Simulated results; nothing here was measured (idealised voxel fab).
The name of this process module is voxel transistor to metal.
Each square cell in cross-section cut measures 5 nm, and the section as a whole is 295 nm wide.
This document writes a cross-section as a grid whose cells are square, and gives it as bands, listed from the top down; one or more rows of cells form a band.
Within each band entry, the heights of the top and of the bottom of the band appear first, in that order and in nm; the materials of the band then follow from left to right, each with its corresponding width in nm. The designation "everywhere" on a single material indicates that it fills the band from edge to edge; the designation "empty" indicates empty space.
Where do heights start? At 0: under that level the wafer as delivered is made of one material only. And the lowest band has no floor; it just carries on downward, as in "z 0 and below".
A width given as "30 to 40" starts at the first number in the band's top row and ends at the second number in its bottom row, shifting by an equal amount at every step from row to row.
"nothing was modified" (step): cross-section cells unchanged, all of them.
Each empty space that has no open way to the top and spans at least 8 cells appears under "Fully enclosed voids" as width x height at distance, the distance counted from the left edge, all in nm.
Whatever follows a step's settings on its line is a remark the simulator itself makes about that step.
overlay nm: for a step with a mask, the amount by which the mask lay right of where it was planned; a negative amount means left of it.
The steps planned for the process are as follows
1. RECEIVE: material Si
2. OXIDIZE: depth nm 5
3. CONFORMAL_DEP: material SiN, thk nm 15
4. DIRECTIONAL_DEP: material aC, thk nm 10
5. PATTERN: tone cover, mask id ACTIVE, material resist, width nm 95, pitch nm 125, thk nm 30, overlay nm 0
6. DIRECTIONAL_ETCH: etch materials aC, depth nm 10
7. STRIP: etch materials resist
8. DIRECTIONAL_ETCH: etch materials SiN, depth nm 15
9. DIRECTIONAL_ETCH: etch materials SiO2, depth nm 5
10. DIRECTIONAL_ETCH: etch materials Si, depth nm 35
11. STRIP: etch materials aC
12. OXIDIZE: depth nm 5
13. FILL_DEP: material SiO2, thk nm 15
14. CMP: height nm 15
15. SELECTIVE_ETCH: etch materials SiO2, depth nm 5
16. STRIP: etch materials SiN
17. SELECTIVE_ETCH: etch materials SiO2, depth nm 5
18. OXIDIZE: depth nm 5
19. DIRECTIONAL_DEP: material polySi, thk nm 30
20. DIRECTIONAL_DEP: material SiCN, thk nm 15
21. MASKED_ETCH: tone cover, mask id GATE, width nm 25, pitch nm 125, etch materials SiCN, depth nm 25, overlay nm 0
22. MASKED_ETCH: tone cover, mask id GATE, width nm 25, pitch nm 125, etch materials polySi, depth nm 40, overlay nm 0
23. CONFORMAL_DEP: material SiN, thk nm 5
24. DIRECTIONAL_ETCH: etch materials SiN, depth nm 5
25. DIRECTIONAL_ETCH: etch materials SiO2, depth nm 5
26. EPI: material nSi, thk nm 5
27. FILL_DEP: material SiO2, thk nm 5
28. CMP: height nm 40
29. DIRECTIONAL_DEP: material SiO2, thk nm 10
30. DIRECTIONAL_DEP: material aC, thk nm 10
31. PATTERN: tone open, mask id CONTACT, material resist, width nm 25, thk nm 30, overlay nm 0
32. DIRECTIONAL_ETCH: etch materials aC, depth nm 10
33. STRIP: etch materials resist
34. DIRECTIONAL_ETCH: etch materials SiO2, depth nm 55
35. STRIP: etch materials aC
36. CONFORMAL_DEP: material TiN, thk nm 5
37. FILL_DEP: material Ru, thk nm 10
38. CMP: height nm 50
39. DIRECTIONAL_DEP: material TiN, thk nm 5
40. DIRECTIONAL_DEP: material W, thk nm 15
41. DIRECTIONAL_DEP: material aC, thk nm 15
42. PATTERN: tone cover, mask id METAL_1, material resist, width nm 15, thk nm 35, overlay nm 0
43. DIRECTIONAL_ETCH: etch materials aC, depth nm 15
44. STRIP: etch materials resist
45. DIRECTIONAL_ETCH: etch materials W, depth nm 15
46. DIRECTIONAL_ETCH: etch materials TiN, depth nm 5
47. STRIP: etch materials aC
48. FILL_DEP: material SiO2, thk nm 5
49. CMP: height nm 70
50. CONFORMAL_DEP: material SiN, thk nm 5
as received, after step 1
    z 0 and below | Si everywhere
    Fully enclosed voids: none
Cross-sectional view of the first of the two wafers upon completion of the module, processed in accordance with the plan
    z 75 to 70 | SiN everywhere
    z 70 to 55 | 40 nm SiO2 | 15 nm W | 55 nm SiO2 | 15 nm W | 40 nm SiO2 | 15 nm W | 55 nm SiO2 | 15 nm W | 45 nm SiO2
    z 55 to 50 | 40 nm SiO2 | 15 nm TiN | 55 nm SiO2 | 15 nm TiN | 40 nm SiO2 | 15 nm TiN | 55 nm SiO2 | 15 nm TiN | 45 nm SiO2
    z 50 to 40 | 40 nm SiO2 | 5 nm TiN | 15 nm Ru | 5 nm TiN | 35 nm SiO2 | 5 nm TiN | 15 nm Ru | 5 nm TiN | 40 nm SiO2 | 5 nm TiN | 15 nm Ru | 5 nm TiN | 35 nm SiO2 | 5 nm TiN | 15 nm Ru | 5 nm TiN | 45 nm SiO2
    z 40 to 25 | 40 nm SiO2 | 5 nm TiN | 15 nm Ru | 5 nm TiN | 5 nm SiN | 25 nm SiCN | 5 nm SiN | 5 nm TiN | 15 nm Ru | 5 nm TiN | 40 nm SiO2 | 5 nm TiN | 15 nm Ru | 5 nm TiN | 5 nm SiN | 25 nm SiCN | 5 nm SiN | 5 nm TiN | 15 nm Ru | 5 nm TiN | 45 nm SiO2
    z 25 to 5 | 40 nm SiO2 | 5 nm TiN | 15 nm Ru | 5 nm TiN | 5 nm SiN | 25 nm polySi | 5 nm SiN | 5 nm TiN | 15 nm Ru | 5 nm TiN | 40 nm SiO2 | 5 nm TiN | 15 nm Ru | 5 nm TiN | 5 nm SiN | 25 nm polySi | 5 nm SiN | 5 nm TiN | 15 nm Ru | 5 nm TiN | 45 nm SiO2
    z 5 to 0 | 30 nm SiO2 | 5 nm SiN | 5 nm SiO2 | 5 nm TiN | 15 nm Ru | 5 nm TiN | 5 nm SiN | 25 nm polySi | 5 nm SiN | 5 nm TiN | 15 nm Ru | 5 nm TiN | 5 nm SiO2 | 5 nm SiN | 20 nm SiO2 | 5 nm SiN | 5 nm SiO2 | 5 nm TiN | 15 nm Ru | 5 nm TiN | 5 nm SiN | 25 nm polySi | 5 nm SiN | 5 nm TiN | 15 nm Ru | 5 nm TiN | 5 nm SiO2 | 5 nm SiN | 35 nm SiO2
    z 0 to -5 | 30 nm SiO2 | 5 nm SiN | 5 nm SiO2 | 25 nm TiN | 5 nm SiN | 25 nm polySi | 5 nm SiN | 25 nm TiN | 5 nm SiO2 | 5 nm SiN | 20 nm SiO2 | 5 nm SiN | 5 nm SiO2 | 25 nm TiN | 5 nm SiN | 25 nm polySi | 5 nm SiN | 25 nm TiN | 5 nm SiO2 | 5 nm SiN | 35 nm SiO2
    z -5 to -10 | 35 nm SiO2 | 30 nm nSi | 35 nm SiO2 | 30 nm nSi | 30 nm SiO2 | 30 nm nSi | 35 nm SiO2 | 30 nm nSi | 40 nm SiO2
    z -10 to -45 | 40 nm SiO2 | 85 nm Si | 40 nm SiO2 | 85 nm Si | 45 nm SiO2
    z -45 and below | Si everywhere
    Fully enclosed voids: none
This is the second of the two wafers, cross-sectioned at the end of the module; it started exactly like the first and was given the same plan, but it was run with one mistake
    z 75 to 70 | SiN everywhere
    z 70 to 55 | 40 nm SiO2 | 15 nm W | 55 nm SiO2 | 15 nm W | 40 nm SiO2 | 15 nm W | 55 nm SiO2 | 15 nm W | 45 nm SiO2
    z 55 to 50 | 40 nm SiO2 | 15 nm TiN | 55 nm SiO2 | 15 nm TiN | 40 nm SiO2 | 15 nm TiN | 55 nm SiO2 | 15 nm TiN | 45 nm SiO2
    z 50 to 40 | 40 nm SiO2 | 5 nm TiN | 15 nm Ru | 5 nm TiN | 35 nm SiO2 | 5 nm TiN | 15 nm Ru | 5 nm TiN | 40 nm SiO2 | 5 nm TiN | 15 nm Ru | 5 nm TiN | 35 nm SiO2 | 5 nm TiN | 15 nm Ru | 5 nm TiN | 45 nm SiO2
    z 40 to 25 | 40 nm SiO2 | 5 nm TiN | 15 nm Ru | 5 nm TiN | 5 nm SiN | 25 nm SiCN | 5 nm SiN | 5 nm TiN | 15 nm Ru | 5 nm TiN | 40 nm SiO2 | 5 nm TiN | 15 nm Ru | 5 nm TiN | 5 nm SiN | 25 nm SiCN | 5 nm SiN | 5 nm TiN | 15 nm Ru | 5 nm TiN | 45 nm SiO2
    z 25 to 5 | 40 nm SiO2 | 5 nm TiN | 15 nm Ru | 5 nm TiN | 5 nm SiN | 25 nm polySi | 5 nm SiN | 5 nm TiN | 15 nm Ru | 5 nm TiN | 40 nm SiO2 | 5 nm TiN | 15 nm Ru | 5 nm TiN | 5 nm SiN | 25 nm polySi | 5 nm SiN | 5 nm TiN | 15 nm Ru | 5 nm TiN | 45 nm SiO2
    z 5 to 0 | 30 nm SiO2 | 5 nm SiN | 5 nm SiO2 | 5 nm TiN | 15 nm Ru | 5 nm TiN | 5 nm SiN | 25 nm polySi | 5 nm SiN | 5 nm TiN | 15 nm Ru | 5 nm TiN | 5 nm SiO2 | 5 nm SiN | 20 nm SiO2 | 5 nm SiN | 5 nm SiO2 | 5 nm TiN | 15 nm Ru | 5 nm TiN | 5 nm SiN | 25 nm polySi | 5 nm SiN | 5 nm TiN | 15 nm Ru | 5 nm TiN | 5 nm SiO2 | 5 nm SiN | 35 nm SiO2
    z 0 to -5 | 30 nm SiO2 | 5 nm SiN | 5 nm SiO2 | 25 nm TiN | 5 nm SiN | 25 nm polySi | 5 nm SiN | 25 nm TiN | 5 nm SiO2 | 5 nm SiN | 20 nm SiO2 | 5 nm SiN | 5 nm SiO2 | 25 nm TiN | 5 nm SiN | 25 nm polySi | 5 nm SiN | 25 nm TiN | 5 nm SiO2 | 5 nm SiN | 35 nm SiO2
    z -5 to -10 | 35 nm SiO2 | 30 nm nSi | 35 nm SiO2 | 30 nm nSi | 30 nm SiO2 | 30 nm nSi | 35 nm SiO2 | 30 nm nSi | 40 nm SiO2
    z -10 to -40 | 40 nm SiO2 | 85 nm Si | 40 nm SiO2 | 85 nm Si | 45 nm SiO2
    z -40 and below | Si everywhere
    Fully enclosed voids: none
Processing error: planned and actual differ for step 10; actual: DIRECTIONAL_ETCH: etch materials Si, depth nm 30
Wafer comparison, final, in cells, second relative to first, materials more or fewer: 25 more of Si; 25 fewer of SiO2
